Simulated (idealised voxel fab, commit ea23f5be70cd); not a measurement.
Process module in this document: voxel self aligned vias
We display cut, a cross-section 290 nm in width whose square cells are each 5 nm.
Throughout this document, each cross-section is represented as a grid of square cells and is presented as a sequence of bands enumerated from the top downward, where a band comprises one or more rows of cells.
The band entry comprises the height of the band's top followed by the height of its bottom, expressed in nm, and subsequently the band's materials from left to right, each stated together with its width in nm. Where a single material is marked with the word "throughout", that material fills the band from edge to edge. The word "air" represents empty space.
The reference from which all heights are counted is 0, the level beneath which the as-received wafer is entirely one material; the lowest band, having no lower bound, proceeds downward and is written after the example "0 down".
So if you see something like "30..40" for the width, read it as the top row of the band sitting at the first number and the bottom row at the second, with every row in between moving by the same amount as the last.
It should be understood that the words "stayed the same", when stated for a given step, signify that the cross-section underwent no change in any of its cells during that step.
So "Closed void catalog" is basically the list of trapped voids: any empty space of 8 cells or more that can't reach the top through an opening. They're written width x height at distance, the distance being from the left edge, and it's all nm.
Text after the settings on a step's line: the simulator's own remark on that step.
The optional step-line setting "overlay nm" applies to steps with a mask and quantifies how far to the right of its planned location the mask lay, a negative value indicating leftward placement.
Process steps (planned)
1,RECEIVE,material Si
2,CONFORMAL_DEP,material SiO2,thk nm 15
3,CONFORMAL_DEP,material SiCN,thk nm 5
4,DIRECTIONAL_DEP,material SiO2,thk nm 20
5,PATTERN,tone open,mask id LINES,material resist,width nm 25,pitch nm 55,thk nm 15,overlay nm 0
6,DIRECTIONAL_ETCH,etch materials SiO2,depth nm 20
7,STRIP,etch materials resist
8,CONFORMAL_DEP,material TiN,thk nm 5
9,FILL_DEP,material Ru,thk nm 5
10,CMP,height nm 40
11,SELECTIVE_ETCH,etch materials W Ru TiN,depth nm 10
12,FILL_DEP,material SiN,thk nm 10
13,CMP,height nm 40
14,DIRECTIONAL_DEP,material SiO2,thk nm 15
15,DIRECTIONAL_DEP,material aC,thk nm 15
16,PATTERN,tone open,mask id VIAS,material resist,width nm 35,pitch nm 55,thk nm 35,overlay nm 0
17,DIRECTIONAL_ETCH,etch materials aC,depth nm 15
18,STRIP,etch materials resist
19,DIRECTIONAL_ETCH,etch materials SiO2,depth nm 15
20,DIRECTIONAL_ETCH,etch materials SiN,depth nm 10
21,STRIP,etch materials aC
22,CONFORMAL_DEP,material TiN,thk nm 5
23,FILL_DEP,material Ru,thk nm 5
24,CMP,height nm 55
25,CONFORMAL_DEP,material SiCN,thk nm 5
Cross-section: wafer on arrival = after step 1
* 0 down  Si throughout
* Closed void catalog: none
Cross-section, end of module. Start: as above. Plan: as above. Execution: one mistake
* 60 to 55  SiCN throughout
* 55 to 45  SiO2 (100)  TiN (5)  Ru (25)  TiN (5)  SiO2 (20)  TiN (5)  Ru (25)  TiN (5)  SiO2 (100)
* 45 to 40  SiO2 (100)  TiN (10)  Ru (15)  TiN (10)  SiO2 (20)  TiN (10)  Ru (15)  TiN (10)  SiO2 (100)
* 40 to 35  SiO2 (105)  TiN (25)  SiO2 (30)  TiN (25)  SiO2 (105)
* 35 to 30  SiCN throughout
* 30 to 0  SiO2 throughout
* 0 down  Si throughout
* Closed void catalog: none
The plan and the run diverged here: plan step 2 ran twice
